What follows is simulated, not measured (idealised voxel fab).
process module | voxel transistor to metal
cross-section cut | 245 nm wide | cells 5 nm
A cross-section is a grid of square cells, given in bands from the top down. A band is one or more rows of cells.
Each band's line starts with the height of the band's top and of its bottom, in nm. Then come its materials from left to right, each with its width in nm. One material with "throughout" fills the band from edge to edge. "air" is empty space.
Height 0 is the level under which the wafer as received is all one material. The lowest band goes on downwards, as in "0 down".
A width such as "30 to 40" changes by the same amount from each row of cells to the next, from the band's top row to its bottom row.
"no change" after a step means that no cell of the cross-section changed.
closed voids: empty space of 8 cells or more with no open way to the top, each as width x height at its distance from the left edge, in nm
after a step's settings: what the simulator itself notes on the step
overlay nm, on a step with a mask: how far to the right of its planned place the mask lay; to the left if negative
Each pair below shows a cross-section before one step and the cross-section after it, down to the lowest band that changed. The line under each pair gives the step between them, with its settings. The pairs can come from different runs of this module on the same starting wafer, so a pair continues from the pair above only where its "before" says so.
before
  130 to 105: resist 20 | air 15 | resist 100 | air 15 | resist 95
  105 to 95: aC throughout
  95 to 70: SiO2 throughout
  70 to 65: SiCN throughout
  65 to 40: lowk 20 | TiN 5 | Cu 5 | TiN 5 | lowk 55 | TiN 5 | Cu 5 | TiN 5 | lowk 30 | TiN 5 | Cu 5 | TiN 5 | lowk 55 | TiN 5 | Cu 5 | TiN 5 | lowk 25
  40 to 35: SiCN 20 | TiN 15 | SiCN 55 | TiN 15 | SiCN 30 | TiN 15 | SiCN 55 | TiN 15 | SiCN 25
  35 to 20: SiO2 20 | TiN 5 | W 5 | TiN 5 | SiO2 55 | TiN 5 | W 5 | TiN 5 | SiO2 30 | TiN 5 | W 5 | TiN 5 | SiO2 55 | TiN 5 | W 5 | TiN 5 | SiO2 25
  20 to 5: SiO2 20 | TiN 5 | W 5 | TiN 5 | SiO2 5 | SiN 10 | TiN 5 | HfO2 5 | W 5 | HfO2 5 | TiN 5 | SiN 10 | SiO2 5 | TiN 5 | W 5 | TiN 5 | SiO2 30 | TiN 5 | W 5 | TiN 5 | SiO2 5 | SiN 10 | TiN 5 | HfO2 5 | W 5 | HfO2 5 | TiN 5 | SiN 10 | SiO2 5 | TiN 5 | W 5 | TiN 5 | SiO2 25
  5 to 0: SiO2 20 | TiN 15 | SiO2 5 | SiN 10 | TiN 5 | HfO2 5 | W 5 | HfO2 5 | TiN 5 | SiN 10 | SiO2 5 | TiN 15 | SiO2 30 | TiN 15 | SiO2 5 | SiN 10 | TiN 5 | HfO2 5 | W 5 | HfO2 5 | TiN 5 | SiN 10 | SiO2 5 | TiN 15 | SiO2 25
  0 to -5: SiO2 20 | TiN 10 | SiGe 10 | SiN 10 | TiN 5 | HfO2 15 | TiN 5 | SiN 10 | SiGe 10 | TiN 10 | SiO2 30 | TiN 10 | SiGe 10 | SiN 10 | TiN 5 | HfO2 15 | TiN 5 | SiN 10 | SiGe 10 | TiN 10 | SiO2 25
  -5 to -10: SiO2 20 | TiN 10 | SiGe 10 | SiO2 5 | TiN 35 | SiO2 5 | SiGe 10 | TiN 10 | SiO2 30 | TiN 10 | SiGe 10 | SiO2 5 | TiN 35 | SiO2 5 | SiGe 10 | TiN 10 | SiO2 25
  -10 to -20: SiO2 20 | SiGe 20 | Si 45 | SiGe 20 | SiO2 30 | SiGe 20 | Si 45 | SiGe 20 | SiO2 25
  -20 to -45: SiO2 20 | Si 85 | SiO2 30 | Si 85 | SiO2 25
  -45 down: Si throughout
  closed voids: none
after
  120 to 105: resist 20 | air 15 | resist 100 | air 15 | resist 95
  105 to 95: aC 20 | air 15 | aC 100 | air 15 | aC 95
  below 95: unchanged
  closed voids: none
the step between: op DIRECTIONAL_ETCH | etch materials aC | depth nm 10
before: the cross-section after the pair above
after
  105 to 95: aC 20 | air 15 | aC 100 | air 15 | aC 95
  below 95: unchanged
  closed voids: none
the step between: op STRIP | etch materials resist
before: the cross-section after the pair above
after
  105 to 95: aC 20 | air 15 | aC 100 | air 15 | aC 95
  95 to 80: SiO2 20 | air 15 | SiO2 100 | air 15 | SiO2 95
  below 80: unchanged
  closed voids: none
the step between: op DIRECTIONAL_ETCH | etch materials SiO2 | depth nm 15
before: the cross-section after the pair above
after
  95 to 80: SiO2 20 | air 15 | SiO2 100 | air 15 | SiO2 95
  below 80: unchanged
  closed voids: none
the step between: op STRIP | etch materials aC
before: the cross-section after the pair above
after
  110 to 95: aC 20 | air 15 | aC 100 | air 15 | aC 95
  95 to 80: SiO2 20 | aC 15 | SiO2 100 | aC 15 | SiO2 95
  below 80: unchanged
  closed voids: none
the step between: op DIRECTIONAL_DEP | material aC | thk nm 15
before: the cross-section after the pair above
after
  145 to 110: resist 20 | air 15 | resist 100 | air 15 | resist 95
  below 110: unchanged
  closed voids: none
the step between: op PATTERN | tone open | mask id METAL_2_HOLES | material resist | width nm 15 | pitch nm 115 | thk nm 35 | overlay nm 0
before: the cross-section after the pair above
after
  130 to 110: resist 20 | air 15 | resist 100 | air 15 | resist 95
  110 to 95: aC 20 | air 15 | aC 100 | air 15 | aC 95
  95 to 80: SiO2 20 | air 15 | SiO2 100 | air 15 | SiO2 95
  below 80: unchanged
  closed voids: none
the step between: op DIRECTIONAL_ETCH | etch materials aC | depth nm 15
before: the cross-section after the pair above
after
  110 to 95: aC 20 | air 15 | aC 100 | air 15 | aC 95
  below 95: unchanged
  closed voids: none
the step between: op STRIP | etch materials resist
before: the cross-section after the pair above
after
  110 to 95: aC 20 | air 15 | aC 100 | air 15 | aC 95
  95 to 70: SiO2 20 | air 15 | SiO2 100 | air 15 | SiO2 95
  below 70: unchanged
  closed voids: none
the step between: op DIRECTIONAL_ETCH | etch materials SiO2 | depth nm 10
before: the cross-section after the pair above
after
  110 to 95: aC 20 | air 15 | aC 100 | air 15 | aC 95
  95 to 70: SiO2 20 | air 15 | SiO2 100 | air 15 | SiO2 95
  70 to 65: SiCN 20 | air 15 | SiCN 100 | air 15 | SiCN 95
  below 65: unchanged
  closed voids: none
the step between: op DIRECTIONAL_ETCH | etch materials SiCN | depth nm 5
before: the cross-section after the pair above
after
  95 to 70: SiO2 20 | air 15 | SiO2 100 | air 15 | SiO2 95
  below 70: unchanged
  closed voids: none
the step between: op STRIP | etch materials aC
before: the cross-section after the pair above
after
  100 to 95: TiN 25 | air 5 | TiN 110 | air 5 | TiN 100
  95 to 70: SiO2 20 | TiN 5 | air 5 | TiN 5 | SiO2 100 | TiN 5 | air 5 | TiN 5 | SiO2 95
  70 to 65: SiCN 20 | TiN 15 | SiCN 100 | TiN 15 | SiCN 95
  below 65: unchanged
  closed voids: none
the step between: op CONFORMAL_DEP | material TiN | thk nm 5
before: the cross-section after the pair above
after
  110 to 100: Cu throughout
  100 to 95: TiN 25 | Cu 5 | TiN 110 | Cu 5 | TiN 100
  95 to 70: SiO2 20 | TiN 5 | Cu 5 | TiN 5 | SiO2 100 | TiN 5 | Cu 5 | TiN 5 | SiO2 95
  below 70: unchanged
  closed voids: none
the step between: op FILL_DEP | material Cu | thk nm 10
before: the cross-section after the pair above
after
  95 to 70: SiO2 20 | TiN 5 | Cu 5 | TiN 5 | SiO2 100 | TiN 5 | Cu 5 | TiN 5 | SiO2 95
  below 70: unchanged
  closed voids: none
the step between: op CMP | height nm 95
before: the cross-section after the pair above
after
  100 to 95: SiN throughout
  below 95: unchanged
  closed voids: none
the step between: op CONFORMAL_DEP | material SiN | thk nm 5
before
  45 to 35: W throughout
  35 to 30: W 30 | TiN 30 | W 5 | TiN 30 | W 50 | TiN 30 | W 5 | TiN 30 | W 35
  30 to 25: TiN 35 | HfO2 20 | TiN 5 | W 5 | TiN 5 | HfO2 20 | TiN 60 | HfO2 20 | TiN 5 | W 5 | TiN 5 | HfO2 20 | TiN 40
  25 to 20: HfO2 40 | SiN 10 | HfO2 5 | TiN 5 | W 5 | TiN 5 | HfO2 5 | SiN 10 | HfO2 70 | SiN 10 | HfO2 5 | TiN 5 | W 5 | TiN 5 | HfO2 5 | SiN 10 | HfO2 45
  20 to 0: SiO2 40 | SiN 10 | HfO2 5 | TiN 5 | W 5 | TiN 5 | HfO2 5 | SiN 10 | SiO2 70 | SiN 10 | HfO2 5 | TiN 5 | W 5 | TiN 5 | HfO2 5 | SiN 10 | SiO2 45
  0 to -5: SiO2 30 | SiGe 10 | SiN 10 | HfO2 5 | TiN 15 | HfO2 5 | SiN 10 | SiGe 10 | SiO2 50 | SiGe 10 | SiN 10 | HfO2 5 | TiN 15 | HfO2 5 | SiN 10 | SiGe 10 | SiO2 35
  -5 to -10: SiO2 30 | SiGe 10 | SiO2 5 | HfO2 35 | SiO2 5 | SiGe 10 | SiO2 50 | SiGe 10 | SiO2 5 | HfO2 35 | SiO2 5 | SiGe 10 | SiO2 35
  -10 to -20: SiO2 20 | SiGe 20 | Si 45 | SiGe 20 | SiO2 30 | SiGe 20 | Si 45 | SiGe 20 | SiO2 25
  -20 to -45: SiO2 20 | Si 85 | SiO2 30 | Si 85 | SiO2 25
  -45 down: Si throughout
  closed voids: none
after
  10 to 0: SiO2 40 | SiN 10 | HfO2 5 | TiN 5 | W 5 | TiN 5 | HfO2 5 | SiN 10 | SiO2 70 | SiN 10 | HfO2 5 | TiN 5 | W 5 | TiN 5 | HfO2 5 | SiN 10 | SiO2 45
  below 0: unchanged
  closed voids: none
the step between: op CMP | height nm 10
before: the cross-section after the pair above
after
  25 to 10: SiO2 throughout
  below 10: unchanged
  closed voids: none
the step between: op DIRECTIONAL_DEP | material SiO2 | thk nm 15
before: the cross-section after the pair above
after
  35 to 25: aC throughout
  below 25: unchanged
  closed voids: none
the step between: op DIRECTIONAL_DEP | material aC | thk nm 10
before: the cross-section after the pair above
after
  65 to 35: resist 20 | air 15 | resist 55 | air 15 | resist 30 | air 15 | resist 55 | air 15 | resist 25
  below 35: unchanged
  closed voids: none
the step between: op PATTERN | tone open | mask id CONTACT | material resist | width nm 15 | thk nm 30 | overlay nm 0
before: the cross-section after the pair above
after
  55 to 35: resist 20 | air 15 | resist 55 | air 15 | resist 30 | air 15 | resist 55 | air 15 | resist 25
  35 to 25: aC 20 | air 15 | aC 55 | air 15 | aC 30 | air 15 | aC 55 | air 15 | aC 25
  below 25: unchanged
  closed voids: none
the step between: op DIRECTIONAL_ETCH | etch materials aC | depth nm 10
before: the cross-section after the pair above
after
  35 to 25: aC 20 | air 15 | aC 55 | air 15 | aC 30 | air 15 | aC 55 | air 15 | aC 25
  below 25: unchanged
  closed voids: none
the step between: op STRIP | etch materials resist
before: the cross-section after the pair above
after
  35 to 25: aC 20 | air 15 | aC 55 | air 15 | aC 30 | air 15 | aC 55 | air 15 | aC 25
  25 to 10: SiO2 20 | air 15 | SiO2 55 | air 15 | SiO2 30 | air 15 | SiO2 55 | air 15 | SiO2 25
  10 to 0: SiO2 20 | air 15 | SiO2 5 | SiN 10 | HfO2 5 | TiN 5 | W 5 | TiN 5 | HfO2 5 | SiN 10 | SiO2 5 | air 15 | SiO2 30 | air 15 | SiO2 5 | SiN 10 | HfO2 5 | TiN 5 | W 5 | TiN 5 | HfO2 5 | SiN 10 | SiO2 5 | air 15 | SiO2 25
  0 to -5: SiO2 20 | air 10 | SiGe 10 | SiN 10 | HfO2 5 | TiN 15 | HfO2 5 | SiN 10 | SiGe 10 | air 10 | SiO2 30 | air 10 | SiGe 10 | SiN 10 | HfO2 5 | TiN 15 | HfO2 5 | SiN 10 | SiGe 10 | air 10 | SiO2 25
  -5 to -10: SiO2 20 | air 10 | SiGe 10 | SiO2 5 | HfO2 35 | SiO2 5 | SiGe 10 | air 10 | SiO2 30 | air 10 | SiGe 10 | SiO2 5 | HfO2 35 | SiO2 5 | SiGe 10 | air 10 | SiO2 25
  below -10: unchanged
  closed voids: none
the step between: op DIRECTIONAL_ETCH | etch materials SiO2 | depth nm 45
before: the cross-section after the pair above
after
  25 to 10: SiO2 20 | air 15 | SiO2 55 | air 15 | SiO2 30 | air 15 | SiO2 55 | air 15 | SiO2 25
  below 10: unchanged
  closed voids: none
the step between: op STRIP | etch materials aC
before: the cross-section after the pair above
after
  30 to 25: TiN 25 | air 5 | TiN 65 | air 5 | TiN 40 | air 5 | TiN 65 | air 5 | TiN 30
  25 to 10: SiO2 20 | TiN 5 | air 5 | TiN 5 | SiO2 55 | TiN 5 | air 5 | TiN 5 | SiO2 30 | TiN 5 | air 5 | TiN 5 | SiO2 55 | TiN 5 | air 5 | TiN 5 | SiO2 25
  10 to 5: SiO2 20 | TiN 5 | air 5 | TiN 5 | SiO2 5 | SiN 10 | HfO2 5 | TiN 5 | W 5 | TiN 5 | HfO2 5 | SiN 10 | SiO2 5 | TiN 5 | air 5 | TiN 5 | SiO2 30 | TiN 5 | air 5 | TiN 5 | SiO2 5 | SiN 10 | HfO2 5 | TiN 5 | W 5 | TiN 5 | HfO2 5 | SiN 10 | SiO2 5 | TiN 5 | air 5 | TiN 5 | SiO2 25
  5 to 0: SiO2 20 | TiN 15 | SiO2 5 | SiN 10 | HfO2 5 | TiN 5 | W 5 | TiN 5 | HfO2 5 | SiN 10 | SiO2 5 | TiN 15 | SiO2 30 | TiN 15 | SiO2 5 | SiN 10 | HfO2 5 | TiN 5 | W 5 | TiN 5 | HfO2 5 | SiN 10 | SiO2 5 | TiN 15 | SiO2 25
  0 to -5: SiO2 20 | TiN 10 | SiGe 10 | SiN 10 | HfO2 5 | TiN 15 | HfO2 5 | SiN 10 | SiGe 10 | TiN 10 | SiO2 30 | TiN 10 | SiGe 10 | SiN 10 | HfO2 5 | TiN 15 | HfO2 5 | SiN 10 | SiGe 10 | TiN 10 | SiO2 25
  -5 to -10: SiO2 20 | TiN 10 | SiGe 10 | SiO2 5 | HfO2 35 | SiO2 5 | SiGe 10 | TiN 10 | SiO2 30 | TiN 10 | SiGe 10 | SiO2 5 | HfO2 35 | SiO2 5 | SiGe 10 | TiN 10 | SiO2 25
  below -10: unchanged
  closed voids: none
the step between: op CONFORMAL_DEP | material TiN | thk nm 5
before: the cross-section after the pair above
after
  35 to 30: W throughout
  30 to 25: TiN 25 | W 5 | TiN 65 | W 5 | TiN 40 | W 5 | TiN 65 | W 5 | TiN 30
  25 to 10: SiO2 20 | TiN 5 | W 5 | TiN 5 | SiO2 55 | TiN 5 | W 5 | TiN 5 | SiO2 30 | TiN 5 | W 5 | TiN 5 | SiO2 55 | TiN 5 | W 5 | TiN 5 | SiO2 25
  10 to 5: SiO2 20 | TiN 5 | W 5 | TiN 5 | SiO2 5 | SiN 10 | HfO2 5 | TiN 5 | W 5 | TiN 5 | HfO2 5 | SiN 10 | SiO2 5 | TiN 5 | W 5 | TiN 5 | SiO2 30 | TiN 5 | W 5 | TiN 5 | SiO2 5 | SiN 10 | HfO2 5 | TiN 5 | W 5 | TiN 5 | HfO2 5 | SiN 10 | SiO2 5 | TiN 5 | W 5 | TiN 5 | SiO2 25
  below 5: unchanged
  closed voids: none
the step between: op FILL_DEP | material W | thk nm 5
before: the cross-section after the pair above
after
  40 to 35: SiCN throughout
  below 35: unchanged
  closed voids: none
the step between: op CONFORMAL_DEP | material SiCN | thk nm 5
before: the cross-section after the pair above
after
  65 to 40: lowk throughout
  below 40: unchanged
  closed voids: none
the step between: op DIRECTIONAL_DEP | material lowk | thk nm 25
before: the cross-section after the pair above
after
  80 to 65: aC throughout
  below 65: unchanged
  closed voids: none
the step between: op DIRECTIONAL_DEP | material aC | thk nm 15
before: the cross-section after the pair above
after
  115 to 80: resist 20 | air 15 | resist 55 | air 15 | resist 30 | air 15 | resist 55 | air 15 | resist 25
  below 80: unchanged
  closed voids: none
the step between: op PATTERN | tone open | mask id METAL_1 | material resist | width nm 15 | thk nm 35 | overlay nm 0
before: the cross-section after the pair above
after
  100 to 80: resist 20 | air 15 | resist 55 | air 15 | resist 30 | air 15 | resist 55 | air 15 | resist 25
  80 to 65: aC 20 | air 15 | aC 55 | air 15 | aC 30 | air 15 | aC 55 | air 15 | aC 25
  below 65: unchanged
  closed voids: none
the step between: op DIRECTIONAL_ETCH | etch materials aC | depth nm 15
before: the cross-section after the pair above
after
  80 to 65: aC 20 | air 15 | aC 55 | air 15 | aC 30 | air 15 | aC 55 | air 15 | aC 25
  below 65: unchanged
  closed voids: none
the step between: op STRIP | etch materials resist
before: the cross-section after the pair above
after
  80 to 65: aC 20 | air 15 | aC 55 | air 15 | aC 30 | air 15 | aC 55 | air 15 | aC 25
  65 to 40: lowk 20 | air 15 | lowk 55 | air 15 | lowk 30 | air 15 | lowk 55 | air 15 | lowk 25
  below 40: unchanged
  closed voids: none
the step between: op DIRECTIONAL_ETCH | etch materials lowk | depth nm 25
before: the cross-section after the pair above
after
  80 to 65: aC 20 | air 15 | aC 55 | air 15 | aC 30 | air 15 | aC 55 | air 15 | aC 25
  65 to 40: lowk 20 | air 15 | lowk 55 | air 15 | lowk 30 | air 15 | lowk 55 | air 15 | lowk 25
  40 to 35: SiCN 20 | air 15 | SiCN 55 | air 15 | SiCN 30 | air 15 | SiCN 55 | air 15 | SiCN 25
  below 35: unchanged
  closed voids: none
the step between: op DIRECTIONAL_ETCH | etch materials SiCN | depth nm 5
before: the cross-section after the pair above
after
  65 to 40: lowk 20 | air 15 | lowk 55 | air 15 | lowk 30 | air 15 | lowk 55 | air 15 | lowk 25
  below 40: unchanged
  closed voids: none
the step between: op STRIP | etch materials aC
before: the cross-section after the pair above
after
  70 to 65: TiN 25 | air 5 | TiN 65 | air 5 | TiN 40 | air 5 | TiN 65 | air 5 | TiN 30
  65 to 40: lowk 20 | TiN 5 | air 5 | TiN 5 | lowk 55 | TiN 5 | air 5 | TiN 5 | lowk 30 | TiN 5 | air 5 | TiN 5 | lowk 55 | TiN 5 | air 5 | TiN 5 | lowk 25
  40 to 35: SiCN 20 | TiN 15 | SiCN 55 | TiN 15 | SiCN 30 | TiN 15 | SiCN 55 | TiN 15 | SiCN 25
  below 35: unchanged
  closed voids: none
the step between: op CONFORMAL_DEP | material TiN | thk nm 5
before: the cross-section after the pair above
after
  80 to 70: Cu throughout
  70 to 65: TiN 25 | Cu 5 | TiN 65 | Cu 5 | TiN 40 | Cu 5 | TiN 65 | Cu 5 | TiN 30
  65 to 40: lowk 20 | TiN 5 | Cu 5 | TiN 5 | lowk 55 | TiN 5 | Cu 5 | TiN 5 | lowk 30 | TiN 5 | Cu 5 | TiN 5 | lowk 55 | TiN 5 | Cu 5 | TiN 5 | lowk 25
  below 40: unchanged
  closed voids: none
the step between: op FILL_DEP | material Cu | thk nm 10
before: the cross-section after the pair above
after
  65 to 40: lowk 20 | TiN 5 | Cu 5 | TiN 5 | lowk 55 | TiN 5 | Cu 5 | TiN 5 | lowk 30 | TiN 5 | Cu 5 | TiN 5 | lowk 55 | TiN 5 | Cu 5 | TiN 5 | lowk 25
  below 40: unchanged
  closed voids: none
the step between: op CMP | height nm 65
before: the cross-section after the pair above
after
  70 to 65: SiCN throughout
  below 65: unchanged
  closed voids: none
the step between: op CONFORMAL_DEP | material SiCN | thk nm 5
before: the cross-section after the pair above
after
  95 to 70: SiO2 throughout
  below 70: unchanged
  closed voids: none
the step between: op DIRECTIONAL_DEP | material SiO2 | thk nm 25
before: the cross-section after the pair above
after
  105 to 95: aC throughout
  below 95: unchanged
  closed voids: none
the step between: op DIRECTIONAL_DEP | material aC | thk nm 10
before: the cross-section after the pair above
after
  130 to 105: resist 20 | air 15 | resist 100 | air 15 | resist 95
  below 105: unchanged
  closed voids: none
the step between: op PATTERN | tone open | mask id METAL_2 | material resist | width nm 15 | pitch nm 115 | thk nm 25 | overlay nm 0
before: the cross-section after the pair above
after
  120 to 105: resist 20 | air 15 | resist 100 | air 15 | resist 95
  105 to 95: aC 20 | air 15 | aC 100 | air 15 | aC 95
  below 95: unchanged
  closed voids: none
the step between: op DIRECTIONAL_ETCH | etch materials aC | depth nm 10
before: the cross-section after the pair above
after
  105 to 95: aC 20 | air 15 | aC 100 | air 15 | aC 95
  below 95: unchanged
  closed voids: none
the step between: op STRIP | etch materials resist
before: the cross-section after the pair above
after
  105 to 95: aC 20 | air 15 | aC 100 | air 15 | aC 95
  95 to 80: SiO2 20 | air 15 | SiO2 100 | air 15 | SiO2 95
  below 80: unchanged
  closed voids: none
the step between: op DIRECTIONAL_ETCH | etch materials SiO2 | depth nm 15
before: the cross-section after the pair above
after
  95 to 80: SiO2 20 | air 15 | SiO2 100 | air 15 | SiO2 95
  below 80: unchanged
  closed voids: none
the step between: op STRIP | etch materials aC
before: the cross-section after the pair above
after
  110 to 95: aC 20 | air 15 | aC 100 | air 15 | aC 95
  95 to 80: SiO2 20 | aC 15 | SiO2 100 | aC 15 | SiO2 95
  below 80: unchanged
  closed voids: none
the step between: op DIRECTIONAL_DEP | material aC | thk nm 15
before: the cross-section after the pair above
after
  145 to 110: resist 20 | air 15 | resist 100 | air 15 | resist 95
  below 110: unchanged
  closed voids: none
the step between: op PATTERN | tone open | mask id METAL_2_HOLES | material resist | width nm 15 | pitch nm 115 | thk nm 35 | overlay nm 0
before: the cross-section after the pair above
after
  130 to 110: resist 20 | air 15 | resist 100 | air 15 | resist 95
  110 to 95: aC 20 | air 15 | aC 100 | air 15 | aC 95
  95 to 80: SiO2 20 | air 15 | SiO2 100 | air 15 | SiO2 95
  below 80: unchanged
  closed voids: none
the step between: op DIRECTIONAL_ETCH | etch materials aC | depth nm 15
before: the cross-section after the pair above
after
  110 to 95: aC 20 | air 15 | aC 100 | air 15 | aC 95
  below 95: unchanged
  closed voids: none
the step between: op STRIP | etch materials resist
before: the cross-section after the pair above
after
  110 to 95: aC 20 | air 15 | aC 100 | air 15 | aC 95
  95 to 70: SiO2 20 | air 15 | SiO2 100 | air 15 | SiO2 95
  below 70: unchanged
  closed voids: none
the step between: op DIRECTIONAL_ETCH | etch materials SiO2 | depth nm 10
before: the cross-section after the pair above
after
  110 to 95: aC 20 | air 15 | aC 100 | air 15 | aC 95
  95 to 70: SiO2 20 | air 15 | SiO2 100 | air 15 | SiO2 95
  70 to 65: SiCN 20 | air 15 | SiCN 100 | air 15 | SiCN 95
  below 65: unchanged
  closed voids: none
the step between: op DIRECTIONAL_ETCH | etch materials SiCN | depth nm 5
before: the cross-section after the pair above
after
  95 to 70: SiO2 20 | air 15 | SiO2 100 | air 15 | SiO2 95
  below 70: unchanged
  closed voids: none
the step between: op STRIP | etch materials aC
before: the cross-section after the pair above
after
  100 to 95: TiN 25 | air 5 | TiN 110 | air 5 | TiN 100
  95 to 70: SiO2 20 | TiN 5 | air 5 | TiN 5 | SiO2 100 | TiN 5 | air 5 | TiN 5 | SiO2 95
  70 to 65: SiCN 20 | TiN 15 | SiCN 100 | TiN 15 | SiCN 95
  below 65: unchanged
  closed voids: none
the step between: op CONFORMAL_DEP | material TiN | thk nm 5
before: the cross-section after the pair above
after
  110 to 100: Cu throughout
  100 to 95: TiN 25 | Cu 5 | TiN 110 | Cu 5 | TiN 100
  95 to 70: SiO2 20 | TiN 5 | Cu 5 | TiN 5 | SiO2 100 | TiN 5 | Cu 5 | TiN 5 | SiO2 95
  below 70: unchanged
  closed voids: none
the step between: op FILL_DEP | material Cu | thk nm 10
before: the cross-section after the pair above
after
  95 to 70: SiO2 20 | TiN 5 | Cu 5 | TiN 5 | SiO2 100 | TiN 5 | Cu 5 | TiN 5 | SiO2 95
  below 70: unchanged
  closed voids: none
the step between: op CMP | height nm 95
before: the cross-section after the pair above
after
  100 to 95: SiN throughout
  below 95: unchanged
  closed voids: none
the step between: op CONFORMAL_DEP | material SiN | thk nm 5
before
  110 to 95: aC 20 | air 15 | aC 100 | air 15 | aC 95
  95 to 80: SiO2 20 | aC 15 | SiO2 100 | aC 15 | SiO2 95
  80 to 70: SiO2 throughout
  70 to 65: SiCN throughout
  65 to 40: lowk 20 | TiN 5 | Cu 5 | TiN 5 | lowk 55 | TiN 5 | Cu 5 | TiN 5 | lowk 30 | TiN 5 | Cu 5 | TiN 5 | lowk 55 | TiN 5 | Cu 5 | TiN 5 | lowk 25
  40 to 35: SiCN 20 | TiN 15 | SiCN 55 | TiN 15 | SiCN 30 | TiN 15 | SiCN 55 | TiN 15 | SiCN 25
  35 to 20: SiO2 20 | TiN 5 | W 5 | TiN 5 | SiO2 55 | TiN 5 | W 5 | TiN 5 | SiO2 30 | TiN 5 | W 5 | TiN 5 | SiO2 55 | TiN 5 | W 5 | TiN 5 | SiO2 25
  20 to 5: SiO2 20 | TiN 5 | W 5 | TiN 5 | SiO2 5 | SiN 10 | HfO2 5 | TiN 5 | W 5 | TiN 5 | HfO2 5 | SiN 10 | SiO2 5 | TiN 5 | W 5 | TiN 5 | SiO2 30 | TiN 5 | W 5 | TiN 5 | SiO2 5 | SiN 10 | HfO2 5 | TiN 5 | W 5 | TiN 5 | HfO2 5 | SiN 10 | SiO2 5 | TiN 5 | W 5 | TiN 5 | SiO2 25
  5 to 0: SiO2 20 | TiN 15 | SiO2 5 | SiN 10 | HfO2 5 | TiN 5 | W 5 | TiN 5 | HfO2 5 | SiN 10 | SiO2 5 | TiN 15 | SiO2 30 | TiN 15 | SiO2 5 | SiN 10 | HfO2 5 | TiN 5 | W 5 | TiN 5 | HfO2 5 | SiN 10 | SiO2 5 | TiN 15 | SiO2 25
  0 to -5: SiO2 20 | TiN 10 | SiGe 10 | SiN 10 | HfO2 5 | TiN 15 | HfO2 5 | SiN 10 | SiGe 10 | TiN 10 | SiO2 30 | TiN 10 | SiGe 10 | SiN 10 | HfO2 5 | TiN 15 | HfO2 5 | SiN 10 | SiGe 10 | TiN 10 | SiO2 25
  -5 to -10: SiO2 20 | TiN 10 | SiGe 10 | SiO2 5 | HfO2 35 | SiO2 5 | SiGe 10 | TiN 10 | SiO2 30 | TiN 10 | SiGe 10 | SiO2 5 | HfO2 35 | SiO2 5 | SiGe 10 | TiN 10 | SiO2 25
  -10 to -20: SiO2 20 | SiGe 20 | Si 45 | SiGe 20 | SiO2 30 | SiGe 20 | Si 45 | SiGe 20 | SiO2 25
  -20 to -45: SiO2 20 | Si 85 | SiO2 30 | Si 85 | SiO2 25
  -45 down: Si throughout
  closed voids: none
after
  145 to 110: resist 15 | air 25 | resist 90 | air 25 | resist 90
  below 110: unchanged
  closed voids: none
the step between: op PATTERN | tone open | mask id METAL_2_HOLES | material resist | width nm 25 | pitch nm 115 | thk nm 35 | overlay nm 0
before: the cross-section after the pair above
after
  130 to 110: resist 15 | air 25 | resist 90 | air 25 | resist 90
  110 to 95: aC 15 | air 25 | aC 90 | air 25 | aC 90
  95 to 80: SiO2 20 | air 15 | SiO2 100 | air 15 | SiO2 95
  below 80: unchanged
  closed voids: none
the step between: op DIRECTIONAL_ETCH | etch materials aC | depth nm 15
before: the cross-section after the pair above
after
  110 to 95: aC 15 | air 25 | aC 90 | air 25 | aC 90
  below 95: unchanged
  closed voids: none
the step between: op STRIP | etch materials resist
before: the cross-section after the pair above
after
  110 to 95: aC 15 | air 25 | aC 90 | air 25 | aC 90
  95 to 85: SiO2 15 | air 25 | SiO2 90 | air 25 | SiO2 90
  85 to 70: SiO2 20 | air 15 | SiO2 100 | air 15 | SiO2 95
  below 70: unchanged
  closed voids: none
the step between: op DIRECTIONAL_ETCH | etch materials SiO2 | depth nm 10
before: the cross-section after the pair above
after
  110 to 95: aC 15 | air 25 | aC 90 | air 25 | aC 90
  95 to 85: SiO2 15 | air 25 | SiO2 90 | air 25 | SiO2 90
  85 to 70: SiO2 20 | air 15 | SiO2 100 | air 15 | SiO2 95
  70 to 65: SiCN 20 | air 15 | SiCN 100 | air 15 | SiCN 95
  below 65: unchanged
  closed voids: none
the step between: op DIRECTIONAL_ETCH | etch materials SiCN | depth nm 5
before: the cross-section after the pair above
after
  95 to 85: SiO2 15 | air 25 | SiO2 90 | air 25 | SiO2 90
  below 85: unchanged
  closed voids: none
the step between: op STRIP | etch materials aC
before: the cross-section after the pair above
after
  100 to 95: TiN 20 | air 15 | TiN 100 | air 15 | TiN 95
  95 to 85: SiO2 15 | TiN 5 to 10 | air 15 to 5 | TiN 5 to 10 | SiO2 90 | TiN 5 to 10 | air 15 to 5 | TiN 5 to 10 | SiO2 90
  85 to 70: SiO2 20 | TiN 5 | air 5 | TiN 5 | SiO2 100 | TiN 5 | air 5 | TiN 5 | SiO2 95
  70 to 65: SiCN 20 | TiN 15 | SiCN 100 | TiN 15 | SiCN 95
  below 65: unchanged
  closed voids: none
the step between: op CONFORMAL_DEP | material TiN | thk nm 5
before: the cross-section after the pair above
after
  110 to 100: Cu throughout
  100 to 95: TiN 20 | Cu 15 | TiN 100 | Cu 15 | TiN 95
  95 to 85: SiO2 15 | TiN 5 to 10 | Cu 15 to 5 | TiN 5 to 10 | SiO2 90 | TiN 5 to 10 | Cu 15 to 5 | TiN 5 to 10 | SiO2 90
  85 to 70: SiO2 20 | TiN 5 | Cu 5 | TiN 5 | SiO2 100 | TiN 5 | Cu 5 | TiN 5 | SiO2 95
  below 70: unchanged
  closed voids: none
the step between: op FILL_DEP | material Cu | thk nm 10
before: the cross-section after the pair above
after
  95 to 85: SiO2 15 | TiN 5 to 10 | Cu 15 to 5 | TiN 5 to 10 | SiO2 90 | TiN 5 to 10 | Cu 15 to 5 | TiN 5 to 10 | SiO2 90
  below 85: unchanged
  closed voids: none
the step between: op CMP | height nm 95
before: the cross-section after the pair above
after
  100 to 95: SiN throughout
  below 95: unchanged
  closed voids: none
the step between: op CONFORMAL_DEP | material SiN | thk nm 5
